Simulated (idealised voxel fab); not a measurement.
Module name: voxel self aligned vias (process module)
Section cut is 220 nm wide and gridded with 5 nm square cells.
Notation: cross-section as square-cell grid; stated in bands, top first, going down; one or more cell rows per band.
Within each band entry, the heights of the top and of the bottom of the band appear first, in that order and in nm; the materials of the band then follow from left to right, each with its corresponding width in nm. The designation "full width" on a single material indicates that it fills the band from edge to edge; the designation "blank" indicates empty space.
Heights are reckoned from 0. Under this level, the received wafer is all of one material. The bottommost band is open-ended downward, for example "0 -> down".
Think of "30->40" as a width that walks from the first number to the second as you go down the band, top row to bottom row, taking equal-sized steps from row to row.
Any step labelled "nothing altered" changed none of the cells in the cross-section.
Reported under the label "Voids, fully enclosed" are the empty spaces having no open way to the top and comprising 8 cells or more; the notation for each is width x height at distance, in which the distance is measured from the left edge and all three values are in nm.
Where a step's line continues beyond its settings, the continuation is a remark by the simulator itself on that step.
For masked steps, "overlay nm" on the step line gives how far right of plan the mask actually lay; a minus sign means it lay to the left.
Each pair of cross-sections that follows straddles one process step: the one shows the state before the step, the other the state after it, down to the lowest band that changed and no further. The step in question, and its settings, are given under the pair. Note that a pair is not necessarily a continuation of the pair above it, since pairs can come from different runs of this module on the same starting wafer; it is a continuation only where its entry headed "Ex-ante state" says so.
-- Ex-ante state
- 0 -> down | Si full width
- Voids, fully enclosed: none
-- after
- 10 -> 0 | SiO2 full width
- For the remainder of the cross-section, below 0, there is no change.
- Voids, fully enclosed: none
Going from the before section above to the after section, the step was op CONFORMAL_DEP | material SiO2 | thk nm 10
Ex-ante state: it's just the after picture from the pair right above this one.
-- after
- 15 -> 10 | SiCN full width
- For the remainder of the cross-section, below 10, there is no change.
- Voids, fully enclosed: none
Going from the before section above to the after section, the step was op CONFORMAL_DEP | material SiCN | thk nm 5
Ex-ante state: it's just the after picture from the pair right above this one.
-- after
- 40 -> 15 | lowk full width
- For the remainder of the cross-section, below 15, there is no change.
- Voids, fully enclosed: none
Going from the before section above to the after section, the step was op DIRECTIONAL_DEP | material lowk | thk nm 25
Ex-ante state: it's just the after picture from the pair right above this one.
-- after
- 40 -> 15 | 70 of lowk; 20 of blank; 40 of lowk; 20 of blank; 70 of lowk
- For the remainder of the cross-section, below 15, there is no change.
- Voids, fully enclosed: none
Going from the before section above to the after section, the step was op MASKED_ETCH | tone open | mask id LINES | width nm 20 | pitch nm 60 | etch materials lowk | depth nm 25 | overlay nm 0
Ex-ante state: it's just the after picture from the pair right above this one.
-- after
- 45 -> 40 | 75 of TiN; 10 of blank; 50 of TiN; 10 of blank; 75 of TiN
- 40 -> 20 | 70 of lowk; 5 of TiN; 10 of blank; 5 of TiN; 40 of lowk; 5 of TiN; 10 of blank; 5 of TiN; 70 of lowk
- 20 -> 15 | 70 of lowk; 20 of TiN; 40 of lowk; 20 of TiN; 70 of lowk
- For the remainder of the cross-section, below 15, there is no change.
- Voids, fully enclosed: none
Going from the before section above to the after section, the step was op CONFORMAL_DEP | material TiN | thk nm 5
Ex-ante state: it's just the after picture from the pair right above this one.
-- after
- 50 -> 45 | W full width
- 45 -> 40 | 75 of TiN; 10 of W; 50 of TiN; 10 of W; 75 of TiN
- 40 -> 20 | 70 of lowk; 5 of TiN; 10 of W; 5 of TiN; 40 of lowk; 5 of TiN; 10 of W; 5 of TiN; 70 of lowk
- For the remainder of the cross-section, below 20, there is no change.
- Voids, fully enclosed: none
Going from the before section above to the after section, the step was op FILL_DEP | material W | thk nm 5
Ex-ante state: it's just the after picture from the pair right above this one.
-- after
- 40 -> 20 | 70 of lowk; 5 of TiN; 10 of W; 5 of TiN; 40 of lowk; 5 of TiN; 10 of W; 5 of TiN; 70 of lowk
- For the remainder of the cross-section, below 20, there is no change.
- Voids, fully enclosed: none
Going from the before section above to the after section, the step was op CMP | height nm 40
Ex-ante state: it's just the after picture from the pair right above this one.
-- after
- 40 -> 35 | 70 of lowk; 20 of blank; 40 of lowk; 20 of blank; 70 of lowk
- For the remainder of the cross-section, below 35, there is no change.
- Voids, fully enclosed: none
Going from the before section above to the after section, the step was op SELECTIVE_ETCH | etch materials W Ru TiN | depth nm 5
Ex-ante state: it's just the after picture from the pair right above this one.
-- after
- 50 -> 40 | SiN full width
- 40 -> 35 | 70 of lowk; 20 of SiN; 40 of lowk; 20 of SiN; 70 of lowk
- For the remainder of the cross-section, below 35, there is no change.
- Voids, fully enclosed: none
Going from the before section above to the after section, the step was op FILL_DEP | material SiN | thk nm 10
Ex-ante state: it's just the after picture from the pair right above this one.
-- after
- 40 -> 35 | 70 of lowk; 20 of SiN; 40 of lowk; 20 of SiN; 70 of lowk
- For the remainder of the cross-section, below 35, there is no change.
- Voids, fully enclosed: none
Going from the before section above to the after section, the step was op CMP | height nm 40
Ex-ante state: it's just the after picture from the pair right above this one.
-- after
- 60 -> 40 | lowk full width
- For the remainder of the cross-section, below 40, there is no change.
- Voids, fully enclosed: none
Going from the before section above to the after section, the step was op DIRECTIONAL_DEP | material lowk | thk nm 20
Ex-ante state: it's just the after picture from the pair right above this one.
-- after
- 60 -> 40 | 60 of lowk; 40 of blank; 20 of lowk; 40 of blank; 60 of lowk
- For the remainder of the cross-section, below 40, there is no change.
- Voids, fully enclosed: none
Going from the before section above to the after section, the step was op MASKED_ETCH | tone open | mask id VIAS | width nm 40 | pitch nm 60 | etch materials lowk | depth nm 20 | overlay nm 0
Ex-ante state: it's just the after picture from the pair right above this one.
-- after
- 60 -> 40 | 60 of lowk; 40 of blank; 20 of lowk; 40 of blank; 60 of lowk
- 40 -> 35 | 70 of lowk; 20 of blank; 40 of lowk; 20 of blank; 70 of lowk
- For the remainder of the cross-section, below 35, there is no change.
- Voids, fully enclosed: none
Going from the before section above to the after section, the step was op MASKED_ETCH | tone open | mask id VIAS | width nm 40 | pitch nm 60 | etch materials SiN | depth nm 5 | overlay nm 0
Ex-ante state: it's just the after picture from the pair right above this one.
-- after
- 65 -> 60 | 65 of TiN; 30 of blank; 30 of TiN; 30 of blank; 65 of TiN
- 60 -> 45 | 60 of lowk; 5 of TiN; 30 of blank; 5 of TiN; 20 of lowk; 5 of TiN; 30 of blank; 5 of TiN; 60 of lowk
- 45 -> 40 | 60 of lowk; 15 of TiN; 10 of blank; 15 of TiN; 20 of lowk; 15 of TiN; 10 of blank; 15 of TiN; 60 of lowk
- 40 -> 35 | 70 of lowk; 20 of TiN; 40 of lowk; 20 of TiN; 70 of lowk
- For the remainder of the cross-section, below 35, there is no change.
- Voids, fully enclosed: none
Going from the before section above to the after section, the step was op CONFORMAL_DEP | material TiN | thk nm 5
Ex-ante state: it's just the after picture from the pair right above this one.
-- after
- 70 -> 65 | W full width
- 65 -> 60 | 65 of TiN; 30 of W; 30 of TiN; 30 of W; 65 of TiN
- 60 -> 45 | 60 of lowk; 5 of TiN; 30 of W; 5 of TiN; 20 of lowk; 5 of TiN; 30 of W; 5 of TiN; 60 of lowk
- 45 -> 40 | 60 of lowk; 15 of TiN; 10 of W; 15 of TiN; 20 of lowk; 15 of TiN; 10 of W; 15 of TiN; 60 of lowk
- For the remainder of the cross-section, below 40, there is no change.
- Voids, fully enclosed: none
Going from the before section above to the after section, the step was op FILL_DEP | material W | thk nm 5
Ex-ante state: it's just the after picture from the pair right above this one.
-- after
- 60 -> 45 | 60 of lowk; 5 of TiN; 30 of W; 5 of TiN; 20 of lowk; 5 of TiN; 30 of W; 5 of TiN; 60 of lowk
- For the remainder of the cross-section, below 45, there is no change.
- Voids, fully enclosed: none
Going from the before section above to the after section, the step was op CMP | height nm 60
Ex-ante state: it's just the after picture from the pair right above this one.
-- after
- 65 -> 60 | SiN full width
- For the remainder of the cross-section, below 60, there is no change.
- Voids, fully enclosed: none
Going from the before section above to the after section, the step was op CONFORMAL_DEP | material SiN | thk nm 5
-- Ex-ante state
- 0 -> down | Si full width
- Voids, fully enclosed: none
-- after
- 5 -> 0 | SiCN full width
- For the remainder of the cross-section, below 0, there is no change.
- Voids, fully enclosed: none
Going from the before section above to the after section, the step was op CONFORMAL_DEP | material SiCN | thk nm 5
Ex-ante state: it's just the after picture from the pair right above this one.
-- after
- 30 -> 5 | lowk full width
- For the remainder of the cross-section, below 5, there is no change.
- Voids, fully enclosed: none
Going from the before section above to the after section, the step was op DIRECTIONAL_DEP | material lowk | thk nm 25
Ex-ante state: it's just the after picture from the pair right above this one.
-- after
- 30 -> 5 | 70 of lowk; 20 of blank; 40 of lowk; 20 of blank; 70 of lowk
- For the remainder of the cross-section, below 5, there is no change.
- Voids, fully enclosed: none
Going from the before section above to the after section, the step was op MASKED_ETCH | tone open | mask id LINES | width nm 20 | pitch nm 60 | etch materials lowk | depth nm 25 | overlay nm 0
Ex-ante state: it's just the after picture from the pair right above this one.
-- after
- 35 -> 30 | 75 of TiN; 10 of blank; 50 of TiN; 10 of blank; 75 of TiN
- 30 -> 10 | 70 of lowk; 5 of TiN; 10 of blank; 5 of TiN; 40 of lowk; 5 of TiN; 10 of blank; 5 of TiN; 70 of lowk
- 10 -> 5 | 70 of lowk; 20 of TiN; 40 of lowk; 20 of TiN; 70 of lowk
- For the remainder of the cross-section, below 5, there is no change.
- Voids, fully enclosed: none
Going from the before section above to the after section, the step was op CONFORMAL_DEP | material TiN | thk nm 5
Ex-ante state: it's just the after picture from the pair right above this one.
-- after
- 40 -> 35 | W full width
- 35 -> 30 | 75 of TiN; 10 of W; 50 of TiN; 10 of W; 75 of TiN
- 30 -> 10 | 70 of lowk; 5 of TiN; 10 of W; 5 of TiN; 40 of lowk; 5 of TiN; 10 of W; 5 of TiN; 70 of lowk
- For the remainder of the cross-section, below 10, there is no change.
- Voids, fully enclosed: none
Going from the before section above to the after section, the step was op FILL_DEP | material W | thk nm 5
Ex-ante state: it's just the after picture from the pair right above this one.
-- after
- 35 -> 30 | 75 of TiN; 10 of W; 50 of TiN; 10 of W; 75 of TiN
- For the remainder of the cross-section, below 30, there is no change.
- Voids, fully enclosed: none
Going from the before section above to the after section, the step was op SELECTIVE_ETCH | etch materials W Ru TiN | depth nm 5
Ex-ante state: it's just the after picture from the pair right above this one.
-- after
- 45 -> 35 | SiN full width
- For the remainder of the cross-section, below 35, there is no change.
- Voids, fully enclosed: none
Going from the before section above to the after section, the step was op FILL_DEP | material SiN | thk nm 10
Ex-ante state: it's just the after picture from the pair right above this one.
-- after
- 40 -> 35 | SiN full width
- For the remainder of the cross-section, below 35, there is no change.
- Voids, fully enclosed: none
Going from the before section above to the after section, the step was op CMP | height nm 40
Ex-ante state: it's just the after picture from the pair right above this one.
-- after
- 60 -> 40 | lowk full width
- For the remainder of the cross-section, below 40, there is no change.
- Voids, fully enclosed: none
Going from the before section above to the after section, the step was op DIRECTIONAL_DEP | material lowk | thk nm 20
Ex-ante state: it's just the after picture from the pair right above this one.
-- after
- 60 -> 40 | 60 of lowk; 40 of blank; 20 of lowk; 40 of blank; 60 of lowk
- For the remainder of the cross-section, below 40, there is no change.
- Voids, fully enclosed: none
Going from the before section above to the after section, the step was op MASKED_ETCH | tone open | mask id VIAS | width nm 40 | pitch nm 60 | etch materials lowk | depth nm 20 | overlay nm 0
Ex-ante state: it's just the after picture from the pair right above this one.
-- after
- 60 -> 40 | 60 of lowk; 40 of blank; 20 of lowk; 40 of blank; 60 of lowk
- 40 -> 35 | 60 of SiN; 40 of blank; 20 of SiN; 40 of blank; 60 of SiN
- For the remainder of the cross-section, below 35, there is no change.
- Voids, fully enclosed: none
Going from the before section above to the after section, the step was op MASKED_ETCH | tone open | mask id VIAS | width nm 40 | pitch nm 60 | etch materials SiN | depth nm 5 | overlay nm 0
Ex-ante state: it's just the after picture from the pair right above this one.
-- after
- 65 -> 60 | 65 of TiN; 30 of blank; 30 of TiN; 30 of blank; 65 of TiN
- 60 -> 40 | 60 of lowk; 5 of TiN; 30 of blank; 5 of TiN; 20 of lowk; 5 of TiN; 30 of blank; 5 of TiN; 60 of lowk
- 40 -> 35 | 60 of SiN; 40 of TiN; 20 of SiN; 40 of TiN; 60 of SiN
- For the remainder of the cross-section, below 35, there is no change.
- Voids, fully enclosed: none
Going from the before section above to the after section, the step was op CONFORMAL_DEP | material TiN | thk nm 5
Ex-ante state: it's just the after picture from the pair right above this one.
-- after
- 70 -> 65 | W full width
- 65 -> 60 | 65 of TiN; 30 of W; 30 of TiN; 30 of W; 65 of TiN
- 60 -> 40 | 60 of lowk; 5 of TiN; 30 of W; 5 of TiN; 20 of lowk; 5 of TiN; 30 of W; 5 of TiN; 60 of lowk
- For the remainder of the cross-section, below 40, there is no change.
- Voids, fully enclosed: none
Going from the before section above to the after section, the step was op FILL_DEP | material W | thk nm 5
Ex-ante state: it's just the after picture from the pair right above this one.
-- after
- 60 -> 40 | 60 of lowk; 5 of TiN; 30 of W; 5 of TiN; 20 of lowk; 5 of TiN; 30 of W; 5 of TiN; 60 of lowk
- For the remainder of the cross-section, below 40, there is no change.
- Voids, fully enclosed: none
Going from the before section above to the after section, the step was op CMP | height nm 60
Ex-ante state: it's just the after picture from the pair right above this one.
-- after
- 65 -> 60 | SiN full width
- For the remainder of the cross-section, below 60, there is no change.
- Voids, fully enclosed: none
Going from the before section above to the after section, the step was op CONFORMAL_DEP | material SiN | thk nm 5
-- Ex-ante state
- 60 -> 40 | 60 of lowk; 40 of blank; 20 of lowk; 40 of blank; 60 of lowk
- 40 -> 35 | 70 of lowk; 20 of SiN; 40 of lowk; 20 of SiN; 70 of lowk
- 35 -> 20 | 70 of lowk; 5 of TiN; 10 of W; 5 of TiN; 40 of lowk; 5 of TiN; 10 of W; 5 of TiN; 70 of lowk
- 20 -> 15 | 70 of lowk; 20 of TiN; 40 of lowk; 20 of TiN; 70 of lowk
- 15 -> 10 | SiCN full width
- 10 -> 0 | SiO2 full width
- 0 -> down | Si full width
- Voids, fully enclosed: none
-- after
- 60 -> 40 | 60 of lowk; 40 of blank; 20 of lowk; 40 of blank; 60 of lowk
- 40 -> 35 | 60 of lowk; 10 of blank; 20 of SiN; 10 of blank; 20 of lowk; 10 of blank; 20 of SiN; 10 of blank; 60 of lowk
- 35 -> 20 | 60 of lowk; 10 of blank; 5 of TiN; 10 of W; 5 of TiN; 10 of blank; 20 of lowk; 10 of blank; 5 of TiN; 10 of W; 5 of TiN; 10 of blank; 60 of lowk
- For the remainder of the cross-section, below 20, there is no change.
- Voids, fully enclosed: none
Going from the before section above to the after section, the step was op MASKED_ETCH | tone open | mask id VIAS | width nm 40 | pitch nm 60 | etch materials lowk | depth nm 20 | overlay nm 0
Ex-ante state: it's just the after picture from the pair right above this one.
-- after
- 60 -> 35 | 60 of lowk; 40 of blank; 20 of lowk; 40 of blank; 60 of lowk
- For the remainder of the cross-section, below 35, there is no change.
- Voids, fully enclosed: none
Going from the before section above to the after section, the step was op MASKED_ETCH | tone open | mask id VIAS | width nm 40 | pitch nm 60 | etch materials SiN | depth nm 5 | overlay nm 0
Ex-ante state: it's just the after picture from the pair right above this one.
-- after
- 65 -> 60 | 65 of TiN; 30 of blank; 30 of TiN; 30 of blank; 65 of TiN
- 60 -> 40 | 60 of lowk; 5 of TiN; 30 of blank; 5 of TiN; 20 of lowk; 5 of TiN; 30 of blank; 5 of TiN; 60 of lowk
- 40 -> 35 | 60 of lowk; 40 of TiN; 20 of lowk; 40 of TiN; 60 of lowk
- 35 -> 20 | 60 of lowk; 15 of TiN; 10 of W; 15 of TiN; 20 of lowk; 15 of TiN; 10 of W; 15 of TiN; 60 of lowk
- For the remainder of the cross-section, below 20, there is no change.
- Voids, fully enclosed: none
Going from the before section above to the after section, the step was op CONFORMAL_DEP | material TiN | thk nm 5
Ex-ante state: it's just the after picture from the pair right above this one.
-- after
- 70 -> 65 | W full width
- 65 -> 60 | 65 of TiN; 30 of W; 30 of TiN; 30 of W; 65 of TiN
- 60 -> 40 | 60 of lowk; 5 of TiN; 30 of W; 5 of TiN; 20 of lowk; 5 of TiN; 30 of W; 5 of TiN; 60 of lowk
- For the remainder of the cross-section, below 40, there is no change.
- Voids, fully enclosed: none
Going from the before section above to the after section, the step was op FILL_DEP | material W | thk nm 5
Ex-ante state: it's just the after picture from the pair right above this one.
-- after
- 60 -> 40 | 60 of lowk; 5 of TiN; 30 of W; 5 of TiN; 20 of lowk; 5 of TiN; 30 of W; 5 of TiN; 60 of lowk
- For the remainder of the cross-section, below 40, there is no change.
- Voids, fully enclosed: none
Going from the before section above to the after section, the step was op CMP | height nm 60
Ex-ante state: it's just the after picture from the pair right above this one.
-- after
- 65 -> 60 | SiN full width
- For the remainder of the cross-section, below 60, there is no change.
- Voids, fully enclosed: none
Going from the before section above to the after section, the step was op CONFORMAL_DEP | material SiN | thk nm 5
-- Ex-ante state
- 5 -> 0 | SiCN full width
- 0 -> down | Si full width
- Voids, fully enclosed: none
-- after
- 15 -> 5 | SiO2 full width
- For the remainder of the cross-section, below 5, there is no change.
- Voids, fully enclosed: none
Going from the before section above to the after section, the step was op CONFORMAL_DEP | material SiO2 | thk nm 10
Ex-ante state: it's just the after picture from the pair right above this one.
-- after
- 40 -> 15 | lowk full width
- For the remainder of the cross-section, below 15, there is no change.
- Voids, fully enclosed: none
Going from the before section above to the after section, the step was op DIRECTIONAL_DEP | material lowk | thk nm 25
Ex-ante state: it's just the after picture from the pair right above this one.
-- after
- 40 -> 15 | 70 of lowk; 20 of blank; 40 of lowk; 20 of blank; 70 of lowk
- For the remainder of the cross-section, below 15, there is no change.
- Voids, fully enclosed: none
Going from the before section above to the after section, the step was op MASKED_ETCH | tone open | mask id LINES | width nm 20 | pitch nm 60 | etch materials lowk | depth nm 25 | overlay nm 0
Ex-ante state: it's just the after picture from the pair right above this one.
-- after
- 45 -> 40 | 75 of TiN; 10 of blank; 50 of TiN; 10 of blank; 75 of TiN
- 40 -> 20 | 70 of lowk; 5 of TiN; 10 of blank; 5 of TiN; 40 of lowk; 5 of TiN; 10 of blank; 5 of TiN; 70 of lowk
- 20 -> 15 | 70 of lowk; 20 of TiN; 40 of lowk; 20 of TiN; 70 of lowk
- For the remainder of the cross-section, below 15, there is no change.
- Voids, fully enclosed: none
Going from the before section above to the after section, the step was op CONFORMAL_DEP | material TiN | thk nm 5
Ex-ante state: it's just the after picture from the pair right above this one.
-- after
- 50 -> 45 | W full width
- 45 -> 40 | 75 of TiN; 10 of W; 50 of TiN; 10 of W; 75 of TiN
- 40 -> 20 | 70 of lowk; 5 of TiN; 10 of W; 5 of TiN; 40 of lowk; 5 of TiN; 10 of W; 5 of TiN; 70 of lowk
- For the remainder of the cross-section, below 20, there is no change.
- Voids, fully enclosed: none
Going from the before section above to the after section, the step was op FILL_DEP | material W | thk nm 5
Ex-ante state: it's just the after picture from the pair right above this one.
-- after
- 40 -> 20 | 70 of lowk; 5 of TiN; 10 of W; 5 of TiN; 40 of lowk; 5 of TiN; 10 of W; 5 of TiN; 70 of lowk
- For the remainder of the cross-section, below 20, there is no change.
- Voids, fully enclosed: none
Going from the before section above to the after section, the step was op CMP | height nm 40
Ex-ante state: it's just the after picture from the pair right above this one.
-- after
- 40 -> 35 | 70 of lowk; 20 of blank; 40 of lowk; 20 of blank; 70 of lowk
- For the remainder of the cross-section, below 35, there is no change.
- Voids, fully enclosed: none
Going from the before section above to the after section, the step was op SELECTIVE_ETCH | etch materials W Ru TiN | depth nm 5
Ex-ante state: it's just the after picture from the pair right above this one.
-- after
- 50 -> 40 | SiN full width
- 40 -> 35 | 70 of lowk; 20 of SiN; 40 of lowk; 20 of SiN; 70 of lowk
- For the remainder of the cross-section, below 35, there is no change.
- Voids, fully enclosed: none
Going from the before section above to the after section, the step was op FILL_DEP | material SiN | thk nm 10
Ex-ante state: it's just the after picture from the pair right above this one.
-- after
- 40 -> 35 | 70 of lowk; 20 of SiN; 40 of lowk; 20 of SiN; 70 of lowk
- For the remainder of the cross-section, below 35, there is no change.
- Voids, fully enclosed: none
Going from the before section above to the after section, the step was op CMP | height nm 40
Ex-ante state: it's just the after picture from the pair right above this one.
-- after
- 60 -> 40 | lowk full width
- For the remainder of the cross-section, below 40, there is no change.
- Voids, fully enclosed: none
Going from the before section above to the after section, the step was op DIRECTIONAL_DEP | material lowk | thk nm 20
Ex-ante state: it's just the after picture from the pair right above this one.
-- after
- 60 -> 40 | 60 of lowk; 40 of blank; 20 of lowk; 40 of blank; 60 of lowk
- For the remainder of the cross-section, below 40, there is no change.
- Voids, fully enclosed: none
Going from the before section above to the after section, the step was op MASKED_ETCH | tone open | mask id VIAS | width nm 40 | pitch nm 60 | etch materials lowk | depth nm 20 | overlay nm 0
Ex-ante state: it's just the after picture from the pair right above this one.
-- after
- 60 -> 40 | 60 of lowk; 40 of blank; 20 of lowk; 40 of blank; 60 of lowk
- 40 -> 35 | 70 of lowk; 20 of blank; 40 of lowk; 20 of blank; 70 of lowk
- For the remainder of the cross-section, below 35, there is no change.
- Voids, fully enclosed: none
Going from the before section above to the after section, the step was op MASKED_ETCH | tone open | mask id VIAS | width nm 40 | pitch nm 60 | etch materials SiN | depth nm 5 | overlay nm 0
Ex-ante state: it's just the after picture from the pair right above this one.
-- after
- 65 -> 60 | 65 of TiN; 30 of blank; 30 of TiN; 30 of blank; 65 of TiN
- 60 -> 45 | 60 of lowk; 5 of TiN; 30 of blank; 5 of TiN; 20 of lowk; 5 of TiN; 30 of blank; 5 of TiN; 60 of lowk
- 45 -> 40 | 60 of lowk; 15 of TiN; 10 of blank; 15 of TiN; 20 of lowk; 15 of TiN; 10 of blank; 15 of TiN; 60 of lowk
- 40 -> 35 | 70 of lowk; 20 of TiN; 40 of lowk; 20 of TiN; 70 of lowk
- For the remainder of the cross-section, below 35, there is no change.
- Voids, fully enclosed: none
Going from the before section above to the after section, the step was op CONFORMAL_DEP | material TiN | thk nm 5
Ex-ante state: it's just the after picture from the pair right above this one.
-- after
- 70 -> 65 | W full width
- 65 -> 60 | 65 of TiN; 30 of W; 30 of TiN; 30 of W; 65 of TiN
- 60 -> 45 | 60 of lowk; 5 of TiN; 30 of W; 5 of TiN; 20 of lowk; 5 of TiN; 30 of W; 5 of TiN; 60 of lowk
- 45 -> 40 | 60 of lowk; 15 of TiN; 10 of W; 15 of TiN; 20 of lowk; 15 of TiN; 10 of W; 15 of TiN; 60 of lowk
- For the remainder of the cross-section, below 40, there is no change.
- Voids, fully enclosed: none
Going from the before section above to the after section, the step was op FILL_DEP | material W | thk nm 5
Ex-ante state: it's just the after picture from the pair right above this one.
-- after
- 60 -> 45 | 60 of lowk; 5 of TiN; 30 of W; 5 of TiN; 20 of lowk; 5 of TiN; 30 of W; 5 of TiN; 60 of lowk
- For the remainder of the cross-section, below 45, there is no change.
- Voids, fully enclosed: none
Going from the before section above to the after section, the step was op CMP | height nm 60
Ex-ante state: it's just the after picture from the pair right above this one.
-- after
- 65 -> 60 | SiN full width
- For the remainder of the cross-section, below 60, there is no change.
- Voids, fully enclosed: none
Going from the before section above to the after section, the step was op CONFORMAL_DEP | material SiN | thk nm 5
-- Ex-ante state
- 60 -> 40 | lowk full width
- 40 -> 35 | 70 of lowk; 20 of SiN; 40 of lowk; 20 of SiN; 70 of lowk
- 35 -> 20 | 70 of lowk; 5 of TiN; 10 of W; 5 of TiN; 40 of lowk; 5 of TiN; 10 of W; 5 of TiN; 70 of lowk
- 20 -> 15 | 70 of lowk; 20 of TiN; 40 of lowk; 20 of TiN; 70 of lowk
- 15 -> 10 | SiCN full width
- 10 -> 0 | SiO2 full width
- 0 -> down | Si full width
- Voids, fully enclosed: none
-- after
- 60 -> 40 | 60 of lowk; 40 of blank; 20 of lowk; 40 of blank; 60 of lowk
- 40 -> 35 | 60 of lowk; 10 of blank; 20 of SiN; 10 of blank; 20 of lowk; 10 of blank; 20 of SiN; 10 of blank; 60 of lowk
- 35 -> 30 | 60 of lowk; 10 of blank; 5 of TiN; 10 of W; 5 of TiN; 10 of blank; 20 of lowk; 10 of blank; 5 of TiN; 10 of W; 5 of TiN; 10 of blank; 60 of lowk
- For the remainder of the cross-section, below 30, there is no change.
- Voids, fully enclosed: none
Going from the before section above to the after section, the step was op MASKED_ETCH | tone open | mask id VIAS | width nm 40 | pitch nm 60 | etch materials lowk | depth nm 30 | overlay nm 0
Ex-ante state: it's just the after picture from the pair right above this one.
-- after
- 60 -> 35 | 60 of lowk; 40 of blank; 20 of lowk; 40 of blank; 60 of lowk
- For the remainder of the cross-section, below 35, there is no change.
- Voids, fully enclosed: none
Going from the before section above to the after section, the step was op MASKED_ETCH | tone open | mask id VIAS | width nm 40 | pitch nm 60 | etch materials SiN | depth nm 5 | overlay nm 0
Ex-ante state: it's just the after picture from the pair right above this one.
-- after
- 65 -> 60 | 65 of TiN; 30 of blank; 30 of TiN; 30 of blank; 65 of TiN
- 60 -> 40 | 60 of lowk; 5 of TiN; 30 of blank; 5 of TiN; 20 of lowk; 5 of TiN; 30 of blank; 5 of TiN; 60 of lowk
- 40 -> 35 | 60 of lowk; 40 of TiN; 20 of lowk; 40 of TiN; 60 of lowk
- 35 -> 30 | 60 of lowk; 15 of TiN; 10 of W; 15 of TiN; 20 of lowk; 15 of TiN; 10 of W; 15 of TiN; 60 of lowk
- For the remainder of the cross-section, below 30, there is no change.
- Voids, fully enclosed: none
Going from the before section above to the after section, the step was op CONFORMAL_DEP | material TiN | thk nm 5
Ex-ante state: it's just the after picture from the pair right above this one.
-- after
- 70 -> 65 | W full width
- 65 -> 60 | 65 of TiN; 30 of W; 30 of TiN; 30 of W; 65 of TiN
- 60 -> 40 | 60 of lowk; 5 of TiN; 30 of W; 5 of TiN; 20 of lowk; 5 of TiN; 30 of W; 5 of TiN; 60 of lowk
- For the remainder of the cross-section, below 40, there is no change.
- Voids, fully enclosed: none
Going from the before section above to the after section, the step was op FILL_DEP | material W | thk nm 5
Ex-ante state: it's just the after picture from the pair right above this one.
-- after
- 60 -> 40 | 60 of lowk; 5 of TiN; 30 of W; 5 of TiN; 20 of lowk; 5 of TiN; 30 of W; 5 of TiN; 60 of lowk
- For the remainder of the cross-section, below 40, there is no change.
- Voids, fully enclosed: none
Going from the before section above to the after section, the step was op CMP | height nm 60
Ex-ante state: it's just the after picture from the pair right above this one.
-- after
- 65 -> 60 | SiN full width
- For the remainder of the cross-section, below 60, there is no change.
- Voids, fully enclosed: none
Going from the before section above to the after section, the step was op CONFORMAL_DEP | material SiN | thk nm 5
-- Ex-ante state
- 60 -> 40 | lowk full width
- 40 -> 35 | 70 of lowk; 20 of SiN; 40 of lowk; 20 of SiN; 70 of lowk
- 35 -> 20 | 70 of lowk; 5 of TiN; 10 of W; 5 of TiN; 40 of lowk; 5 of TiN; 10 of W; 5 of TiN; 70 of lowk
- 20 -> 15 | 70 of lowk; 20 of TiN; 40 of lowk; 20 of TiN; 70 of lowk
- 15 -> 10 | SiCN full width
- 10 -> 0 | SiO2 full width
- 0 -> down | Si full width
- Voids, fully enclosed: none
-- after
- 60 -> 40 | 60 of lowk; 45 of blank; 15 of lowk; 45 of blank; 55 of lowk
- For the remainder of the cross-section, below 40, there is no change.
- Voids, fully enclosed: none
Going from the before section above to the after section, the step was op MASKED_ETCH | tone open | mask id VIAS | width nm 45 | pitch nm 60 | etch materials lowk | depth nm 20 | overlay nm 0
Ex-ante state: it's just the after picture from the pair right above this one.
-- after
- 60 -> 40 | 60 of lowk; 45 of blank; 15 of lowk; 45 of blank; 55 of lowk
- 40 -> 35 | 70 of lowk; 20 of blank; 40 of lowk; 20 of blank; 70 of lowk
- For the remainder of the cross-section, below 35, there is no change.
- Voids, fully enclosed: none
Going from the before section above to the after section, the step was op MASKED_ETCH | tone open | mask id VIAS | width nm 40 | pitch nm 60 | etch materials SiN | depth nm 5 | overlay nm 0
Ex-ante state: it's just the after picture from the pair right above this one.
-- after
- 65 -> 60 | 65 of TiN; 35 of blank; 25 of TiN; 35 of blank; 60 of TiN
- 60 -> 45 | 60 of lowk; 5 of TiN; 35 of blank; 5 of TiN; 15 of lowk; 5 of TiN; 35 of blank; 5 of TiN; 55 of lowk
- 45 -> 40 | 60 of lowk; 15 of TiN; 10 of blank; 20 of TiN; 15 of lowk; 15 of TiN; 10 of blank; 20 of TiN; 55 of lowk
- 40 -> 35 | 70 of lowk; 20 of TiN; 40 of lowk; 20 of TiN; 70 of lowk
- For the remainder of the cross-section, below 35, there is no change.
- Voids, fully enclosed: none
Going from the before section above to the after section, the step was op CONFORMAL_DEP | material TiN | thk nm 5
Ex-ante state: it's just the after picture from the pair right above this one.
-- after
- 70 -> 65 | W full width
- 65 -> 60 | 65 of TiN; 35 of W; 25 of TiN; 35 of W; 60 of TiN
- 60 -> 45 | 60 of lowk; 5 of TiN; 35 of W; 5 of TiN; 15 of lowk; 5 of TiN; 35 of W; 5 of TiN; 55 of lowk
- 45 -> 40 | 60 of lowk; 15 of TiN; 10 of W; 20 of TiN; 15 of lowk; 15 of TiN; 10 of W; 20 of TiN; 55 of lowk
- For the remainder of the cross-section, below 40, there is no change.
- Voids, fully enclosed: none
Going from the before section above to the after section, the step was op FILL_DEP | material W | thk nm 5
Ex-ante state: it's just the after picture from the pair right above this one.
-- after
- 60 -> 45 | 60 of lowk; 5 of TiN; 35 of W; 5 of TiN; 15 of lowk; 5 of TiN; 35 of W; 5 of TiN; 55 of lowk
- For the remainder of the cross-section, below 45, there is no change.
- Voids, fully enclosed: none
Going from the before section above to the after section, the step was op CMP | height nm 60
Ex-ante state: it's just the after picture from the pair right above this one.
-- after
- 65 -> 60 | SiN full width
- For the remainder of the cross-section, below 60, there is no change.
- Voids, fully enclosed: none
Going from the before section above to the after section, the step was op CONFORMAL_DEP | material SiN | thk nm 5
-- Ex-ante state
- 40 -> 15 | lowk full width
- 15 -> 10 | SiCN full width
- 10 -> 0 | SiO2 full width
- 0 -> down | Si full width
- Voids, fully enclosed: none
-- after
- 40 -> 15 | 75 of lowk; 20 of blank; 40 of lowk; 20 of blank; 65 of lowk
- For the remainder of the cross-section, below 15, there is no change.
- Voids, fully enclosed: none
Going from the before section above to the after section, the step was op MASKED_ETCH | tone open | mask id LINES | width nm 20 | pitch nm 60 | etch materials lowk | depth nm 25 | overlay nm 5
